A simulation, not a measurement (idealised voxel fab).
voxel fin reveal: a process module
This is section cut - it's 280 nm across, gridded in 5 nm square cells.
In this document a cross-section is written as a grid of square cells. It is given as a series of bands, listed from the top down, and a band is one or more rows of cells. Per band: top height and bottom height in nm, followed by the left-to-right materials and their widths in nm; "full width" marks a single material spanning edge to edge, "empty" marks empty space. Below 0: as-received wafer, all one material; heights counted from there. Lowest band: no bottom, goes on down, written "top 0, no bottom". Width: "30->40" (first number = top row, second number = bottom row, same change from row to row of cells). Any step labelled "remained the same" changed none of the cells in the cross-section. Sealed cavities: empty space of 8 cells or more with no open way to the top, each as width x height at its distance from the left edge, in nm. Past the settings on a step's line: simulator remark, on that step. Steps that use a mask can have "overlay nm" on their line. It says how far the mask sat to the right of where it was meant to be. Negative means to the left.
[plan]
1 RECEIVE (material Si)
2 CONFORMAL_DEP (material SiN; thk nm 5)
3 PATTERN (tone cover; mask id FINS; material resist; width nm 15; pitch nm 40; thk nm 20; overlay nm 0)
4 DIRECTIONAL_ETCH (etch materials SiN; depth nm 5)
5 DIRECTIONAL_ETCH (etch materials Si; depth nm 40)
6 STRIP (etch materials resist)
7 OXIDIZE (depth nm 5)
8 FILL_DEP (material SiO2; thk nm 15)
9 CMP (height nm 5)
10 SELECTIVE_ETCH (etch materials SiO2; depth nm 35)
11 STRIP (etch materials SiN)
[As-received state of the wafer in cross-section, equivalent to post-step 1]
  top 0, no bottom: Si full width
  Sealed cavities: none
[As-planned run: cross-section of the first of two wafers at end of module]
  top 0, bottom -30: empty 75 nm; Si 5 nm; empty 35 nm; Si 5 nm; empty 35 nm; Si 5 nm; empty 35 nm; Si 5 nm; empty 80 nm
  top -30, bottom -45: SiO2 75 nm; Si 5 nm; SiO2 35 nm; Si 5 nm; SiO2 35 nm; Si 5 nm; SiO2 35 nm; Si 5 nm; SiO2 80 nm
  top -45, no bottom: Si full width
  Sealed cavities: none
[End-of-module cross-section of the second wafer: identical starting point and process plan to the first, with one processing mistake]
  top 0, bottom -30: empty 80 nm; Si 5 nm; empty 35 nm; Si 5 nm; empty 35 nm; Si 5 nm; empty 35 nm; Si 5 nm; empty 75 nm
  top -30, bottom -45: SiO2 80 nm; Si 5 nm; SiO2 35 nm; Si 5 nm; SiO2 35 nm; Si 5 nm; SiO2 35 nm; Si 5 nm; SiO2 75 nm
  top -45, no bottom: Si full width
  Sealed cavities: none
Want to know what went wrong? not per plan at step 3, really ran PATTERN (tone cover; mask id FINS; material resist; width nm 15; pitch nm 40; thk nm 20; overlay nm 5)
Cell counts per material: same on both final wafers. Positions: different.
